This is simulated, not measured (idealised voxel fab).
The document below concerns the process module designated voxel air gaps.
It is cross-section cut that appears here, measuring 235 nm in width, its square cells being 5 nm in size.
We lay out every cross-section as a grid of square cells and spell it out in bands from the top down, where one band means one or more rows of cells. Read a band's entry like this: the first values are the height of its top and the height of its bottom in nm, and what follows is the sequence of materials from left to right, each with its width in nm. Note that "air" is empty space, and that a single material marked "throughout" reaches across the band from edge to edge. Where do heights start? At 0: under that level the wafer as delivered is made of one material only. And the lowest band has no floor; it just carries on downward, as in "from 0 down". Note: "30->40" means the width goes from the first number (top row of the band) to the second number (bottom row) in equal steps per row of cells. When a step is marked "nothing got changed", none of the cells in the cross-section changed during that step. "Closed void table" enumerates empty spaces isolated from the top, with no open way to it, that contain at least 8 cells, giving each as width x height at distance from the left edge, all three in nm. On each step's line, the part that comes after the settings is the simulator's own comment on the step. overlay nm: where the mask lay relative to plan, measured to the right, on steps with a mask; negatives go left.
## plan
1. RECEIVE with material Si
2. CONFORMAL_DEP with material SiO2, thk nm 10
3. CONFORMAL_DEP with material SiN, thk nm 5
4. DIRECTIONAL_DEP with material SiO2, thk nm 40
5. DIRECTIONAL_DEP with material aC, thk nm 15
6. PATTERN with tone open, mask id LINES, material resist, width nm 15, pitch nm 45, thk nm 30, overlay nm -15
7. DIRECTIONAL_ETCH with etch materials aC, depth nm 15
8. STRIP with etch materials resist
9. DIRECTIONAL_ETCH with etch materials SiO2, depth nm 40
10. STRIP with etch materials aC
11. CONFORMAL_DEP with material TiN, thk nm 5
12. FILL_DEP with material Ru, thk nm 10
13. CMP with height nm 55
14. EPI with material Ru, thk nm 10
15. SELECTIVE_ETCH with etch materials SiO2, depth nm 50
16. CONFORMAL_DEP with material SiN, thk nm 5
All wafers enter the flow in the same state. The overlay nm at step 6 differs from wafer to wafer, and the plan gives the value for the first wafer.
## As-received state after step 1, first of several wafers, cross-section
> from 0 down  Si throughout
> Closed void table: none
## Per wafer (row), end of module: delta in cells per material since receipt, (+) for gained, (-) for lost; closed voids after that
overlay nm -15; +63 Ru; +178 SiN; +94 SiO2; +51 TiN; Closed void table: 20 x 30 at 70; 20 x 30 at 115
overlay nm -10; +63 Ru; +178 SiN; +94 SiO2; +51 TiN; Closed void table: 20 x 30 at 75; 20 x 30 at 120
overlay nm -5; +63 Ru; +178 SiN; +94 SiO2; +51 TiN; Closed void table: 20 x 30 at 80; 20 x 30 at 125
overlay nm 0; +63 Ru; +178 SiN; +94 SiO2; +51 TiN; Closed void table: 20 x 30 at 85; 20 x 30 at 130
overlay nm 5; +63 Ru; +178 SiN; +94 SiO2; +51 TiN; Closed void table: 20 x 30 at 90; 20 x 30 at 135
overlay nm 10; +63 Ru; +178 SiN; +94 SiO2; +51 TiN; Closed void table: 20 x 30 at 95; 20 x 30 at 140
overlay nm 15; +63 Ru; +178 SiN; +94 SiO2; +51 TiN; Closed void table: 20 x 30 at 100; 20 x 30 at 145
